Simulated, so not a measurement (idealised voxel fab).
The following is a process module called voxel ribs on slabs.
For reference, the cross-section in this document is cut, with width 250 nm and square cells of 5 nm.
Each cross-section below is a grid of square cells, stated as bands in top-down order, with one or more rows of cells making up each band.
Heights first: top, then bottom, in nm. Then materials, left to right, each with a width in nm. "throughout" on a single material: fills the band edge to edge. "empty": empty space.
Height datum 0, below which the as-received substrate wafer is one material. Lowest band open at the bottom, running downward: "0 nm and below".
So if you see something like "30 to 40" for the width, read it as the top row of the band sitting at the first number and the bottom row at the second, with every row in between moving by the same amount as the last.
Where a step carries "left unchanged", the cross-section came out of it unchanged, cell for cell.
Each empty space that has no open way to the top and spans at least 8 cells appears under "Enclosed void catalog" as width x height at distance, the distance counted from the left edge, all in nm.
Past the settings on a step's line: simulator remark, on that step.
Regarding "overlay nm": on a step with a mask, it is the distance the mask lay to the right of its planned place; a negative value places it to the left.
# The planned process steps are enumerated hereunder
| 1 | RECEIVE: material Si |
| 2 | DIRECTIONAL_DEP: material SiO2, thk nm 30 |
| 3 | DIRECTIONAL_DEP: material SiN, thk nm 15 |
| 4 | PATTERN: tone cover, mask id RIB, material resist, width nm 25, thk nm 15, overlay nm 0 |
| 5 | DIRECTIONAL_ETCH: etch materials SiN, depth nm 5 |
| 6 | STRIP: etch materials resist |
| 7 | MASKED_ETCH: tone cover, mask id SLAB, width nm 55, etch materials SiN, depth nm 10, overlay nm 0 |
| 8 | FILL_DEP: material SiO2, thk nm 20 |
| 9 | CMP: height nm 60 |
| 10 | DIRECTIONAL_DEP: material W, thk nm 5 |
| 11 | MASKED_ETCH: tone cover, mask id HEATER, width nm 35, etch materials W, depth nm 5, overlay nm 0 |
| 12 | CONFORMAL_DEP: material SiN, thk nm 10 |
# Delivered wafer in cross-section: state after step 1
- 0 nm and below  Si throughout
- Enclosed void catalog: none
# Below is the wafer in cross-section after the module was completed. It began from the starting point shown above and followed the plan shown above, except that one mistake was made while running it
- 70 nm to 65 nm  empty (100) / SiN (45) / empty (105)
- 65 nm to 60 nm  SiN (105) / W (35) / SiN (110)
- 60 nm to 45 nm  SiO2 throughout
- 45 nm to 40 nm  SiO2 (110) / SiN (25) / SiO2 (115)
- 40 nm to 30 nm  SiO2 (95) / SiN (55) / SiO2 (100)
- 30 nm to 0 nm  SiO2 throughout
- 0 nm and below  Si throughout
- Enclosed void catalog: none
Run error: in deviation from the planned setting, step 12 was conducted as CONFORMAL_DEP: material SiN, thk nm 5
